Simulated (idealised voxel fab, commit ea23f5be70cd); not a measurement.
This is a process module. Its name is voxel gate over fins.
The width of the displayed cross-section, cut, is 290 nm; its cells are square, with a size of 5 nm.
When this document writes out a cross-section, it uses a grid of square cells and lists it as bands, beginning at the top and moving down, with a band standing for one or more rows of cells.
The entry gives the band's vertical extent as a top height and a bottom height in nm, then its horizontal make-up as materials from left to right, each with a width in nm. "empty" stands for empty space; a single material marked "everywhere" fills the band edge to edge.
Height datum 0, below which the as-received substrate wafer is one material. Lowest band open at the bottom, running downward: "0..down".
Graded width ("30 to 40"): value in top row of band = first number; value in bottom row = second number; row-to-row change constant.
What does "nothing altered" mean for a step? It means no cell of the cross-section changed in that step.
Under "Internal closed voids" you'll find the enclosed gaps, the ones with no way out to the top, that are 8 cells or bigger; each reads width x height at distance, with distance counted from the left edge, everything in nm.
The remark found on a step's line after its settings is issued by the simulator itself and pertains to that step.
"overlay nm" answers the question of how far to the right of plan the mask lay on a step that has a mask, and when it is negative the answer is to the left.

# The planned process steps are enumerated hereunder
1 RECEIVE [material Si]
2 CONFORMAL_DEP [material SiN] [thk nm 5]
3 DIRECTIONAL_DEP [material aC] [thk nm 15]
4 PATTERN [tone cover] [mask id FINS] [material resist] [width nm 15] [pitch nm 60] [thk nm 35] [overlay nm 0]
5 DIRECTIONAL_ETCH [etch materials aC] [depth nm 15]
6 STRIP [etch materials resist]
7 DIRECTIONAL_ETCH [etch materials SiN] [depth nm 5]
8 DIRECTIONAL_ETCH [etch materials Si] [depth nm 40]
9 STRIP [etch materials aC]
10 FILL_DEP [material SiO2] [thk nm 15]
11 CMP [height nm 5]
12 PATTERN [tone open] [mask id RAIL] [material resist] [width nm 15] [thk nm 15] [overlay nm 0]
13 DIRECTIONAL_ETCH [etch materials SiO2] [depth nm 40]
14 STRIP [etch materials resist]
15 CONFORMAL_DEP [material TiN] [thk nm 5]
16 FILL_DEP [material W] [thk nm 5]
17 CMP [height nm 5]
18 SELECTIVE_ETCH [etch materials W Ru TiN] [depth nm 20]
19 FILL_DEP [material SiO2] [thk nm 5]
20 CMP [height nm 5]
21 SELECTIVE_ETCH [etch materials SiO2] [depth nm 15]
22 STRIP [etch materials SiN]
23 CONFORMAL_DEP [material HfO2] [thk nm 5]
24 CONFORMAL_DEP [material TiN] [thk nm 5]
25 FILL_DEP [material W] [thk nm 15]
26 CMP [height nm 20]
27 CONFORMAL_DEP [material SiCN] [thk nm 10]

# Cross-section of the wafer as it came to us, i.e., already through step 1
> 0..down: Si everywhere
> Internal closed voids: none

# Cross-sectional image of the first of two wafers at the end of the module, the run having proceeded as planned
> 30..20: SiCN everywhere
> 20..10: W everywhere
> 10..5: 35 W / 35 TiN / 25 W / 35 TiN / 25 W / 35 TiN / 25 W / 35 TiN / 40 W
> 5..0: 35 W / 5 TiN / 25 HfO2 / 5 TiN / 25 W / 5 TiN / 25 HfO2 / 5 TiN / 25 W / 5 TiN / 25 HfO2 / 5 TiN / 25 W / 5 TiN / 25 HfO2 / 5 TiN / 40 W
> 0..-5: 40 TiN / 5 HfO2 / 15 Si / 5 HfO2 / 35 TiN / 5 HfO2 / 15 Si / 5 HfO2 / 35 TiN / 5 HfO2 / 15 Si / 5 HfO2 / 35 TiN / 5 HfO2 / 15 Si / 5 HfO2 / 45 TiN
> -5..-10: 45 HfO2 / 15 Si / 45 HfO2 / 15 Si / 45 HfO2 / 15 Si / 45 HfO2 / 15 Si / 50 HfO2
> -10..-15: 45 SiO2 / 15 Si / 45 SiO2 / 15 Si / 45 SiO2 / 15 Si / 45 SiO2 / 15 Si / 50 SiO2
> -15..-30: 45 SiO2 / 15 Si / 15 SiO2 / 5 TiN / 5 W / 5 TiN / 15 SiO2 / 15 Si / 45 SiO2 / 15 Si / 45 SiO2 / 15 Si / 50 SiO2
> -30..-35: 45 SiO2 / 15 Si / 15 SiO2 / 15 TiN / 15 SiO2 / 15 Si / 45 SiO2 / 15 Si / 45 SiO2 / 15 Si / 50 SiO2
> -35..-40: 45 SiO2 / 15 Si / 45 SiO2 / 15 Si / 45 SiO2 / 15 Si / 45 SiO2 / 15 Si / 50 SiO2
> -40..down: Si everywhere
> Internal closed voids: none

# What the second wafer looks like in cross-section once the module is done. Its start and its plan matched the first wafer's exactly; what differed was one mistake in how it was run
> 30..20: SiCN everywhere
> 20..10: W everywhere
> 10..5: 30 W / 45 TiN / 15 W / 45 TiN / 15 W / 45 TiN / 15 W / 45 TiN / 35 W
> 5..0: 30 W / 5 TiN / 35 HfO2 / 5 TiN / 15 W / 5 TiN / 35 HfO2 / 5 TiN / 15 W / 5 TiN / 35 HfO2 / 5 TiN / 15 W / 5 TiN / 35 HfO2 / 5 TiN / 35 W
> 0..-5: 35 TiN / 5 HfO2 / 25 Si / 5 HfO2 / 25 TiN / 5 HfO2 / 25 Si / 5 HfO2 / 25 TiN / 5 HfO2 / 25 Si / 5 HfO2 / 25 TiN / 5 HfO2 / 25 Si / 5 HfO2 / 40 TiN
> -5..-10: 40 HfO2 / 25 Si / 35 HfO2 / 25 Si / 35 HfO2 / 25 Si / 35 HfO2 / 25 Si / 45 HfO2
> -10..-15: 40 SiO2 / 25 Si / 35 SiO2 / 25 Si / 35 SiO2 / 25 Si / 35 SiO2 / 25 Si / 45 SiO2
> -15..-30: 40 SiO2 / 25 Si / 10 SiO2 / 5 TiN / 5 W / 5 TiN / 10 SiO2 / 25 Si / 35 SiO2 / 25 Si / 35 SiO2 / 25 Si / 45 SiO2
> -30..-35: 40 SiO2 / 25 Si / 10 SiO2 / 15 TiN / 10 SiO2 / 25 Si / 35 SiO2 / 25 Si / 35 SiO2 / 25 Si / 45 SiO2
> -35..-40: 40 SiO2 / 25 Si / 35 SiO2 / 25 Si / 35 SiO2 / 25 Si / 35 SiO2 / 25 Si / 45 SiO2
> -40..down: Si everywhere
> Internal closed voids: none
What broke from the plan during processing? in deviation from the planned setting, step 4 was conducted as PATTERN [tone cover] [mask id FINS] [material resist] [width nm 25] [pitch nm 60] [thk nm 35] [overlay nm 0]
Bottom line after processing is that, in cells, the second wafer is up or down on some materials versus the first: Si: 64 more; SiO2: 48 fewer; W: 16 fewer
